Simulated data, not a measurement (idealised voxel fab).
Process module heading - voxel self aligned contacts
Cross-section cut: width 255 nm, square cells of 5 nm.
Cross-sections here: square-cell grids, written as top-down lists of bands, a band being one or more rows of cells. Band: top height; bottom height; in nm. Then, left to right: material with width in nm, for each material. "everywhere": a single material spanning edge to edge. "air": empty space. Counting heights begins at 0, where everything beneath is, in the wafer as received, one material. The lowest band has no bottom; it goes on downwards, as "0 down" shows. So if you see something like "30..40" for the width, read it as the top row of the band sitting at the first number and the bottom row at the second, with every row in between moving by the same amount as the last. No cell of the cross-section changed in a step that is given as "everything unchanged". The list in "Closed void register" covers empty spaces of 8 cells or more that cannot reach the top through any open way, and it gives each as width x height at distance; the distance is from the left edge, and width, height and distance are in nm. Whatever follows a step's settings on its line is a remark the simulator itself makes about that step. "overlay nm" answers the question of how far to the right of plan the mask lay on a step that has a mask, and when it is negative the answer is to the left.
## Intended process steps
step 1: RECEIVE [material Si]
step 2: CONFORMAL_DEP [material SiO2] [thk nm 5]
step 3: DIRECTIONAL_DEP [material polySi] [thk nm 30]
step 4: DIRECTIONAL_DEP [material SiN] [thk nm 20]
step 5: MASKED_ETCH [tone cover] [mask id GATE] [width nm 35] [pitch nm 80] [etch materials SiN] [depth nm 20] [overlay nm 0]
step 6: MASKED_ETCH [tone cover] [mask id GATE] [width nm 35] [pitch nm 80] [etch materials polySi] [depth nm 30] [overlay nm 0]
step 7: CONFORMAL_DEP [material SiN] [thk nm 10]
step 8: DIRECTIONAL_ETCH [etch materials SiN] [depth nm 10]
step 9: FILL_DEP [material SiO2] [thk nm 15]
step 10: CMP [height nm 65]
step 11: PATTERN [tone open] [mask id CONTACT] [material resist] [width nm 65] [thk nm 20] [overlay nm 0]
step 12: DIRECTIONAL_ETCH [etch materials SiO2] [depth nm 65]
step 13: STRIP [etch materials resist]
step 14: CONFORMAL_DEP [material TiN] [thk nm 5]
step 15: FILL_DEP [material Ru] [thk nm 5]
step 16: CMP [height nm 65]
step 17: CONFORMAL_DEP [material SiCN] [thk nm 5]
Keep in mind the plan's value for the thk nm of step 17 comes from the first wafer; the wafers don't share that setting, but they do share the same starting point.
## Incoming state of the first of several wafers in cross-section: after step 1
  0 down: Si everywhere
  Closed void register: none
## Quick key for the table: a row per wafer, taken at the end of the module. For each material it tells you how many cells the wafer gained (+) or lost (-) since it came in, and the closed voids come after
thk nm 5, +44 Ru, +51 SiCN, +136 SiN, +362 SiO2, +37 TiN, +84 polySi, Closed void register: none
thk nm 10, +44 Ru, +102 SiCN, +136 SiN, +362 SiO2, +37 TiN, +84 polySi, Closed void register: none
thk nm 15, +44 Ru, +153 SiCN, +136 SiN, +362 SiO2, +37 TiN, +84 polySi, Closed void register: none
thk nm 20, +44 Ru, +204 SiCN, +136 SiN, +362 SiO2, +37 TiN, +84 polySi, Closed void register: none
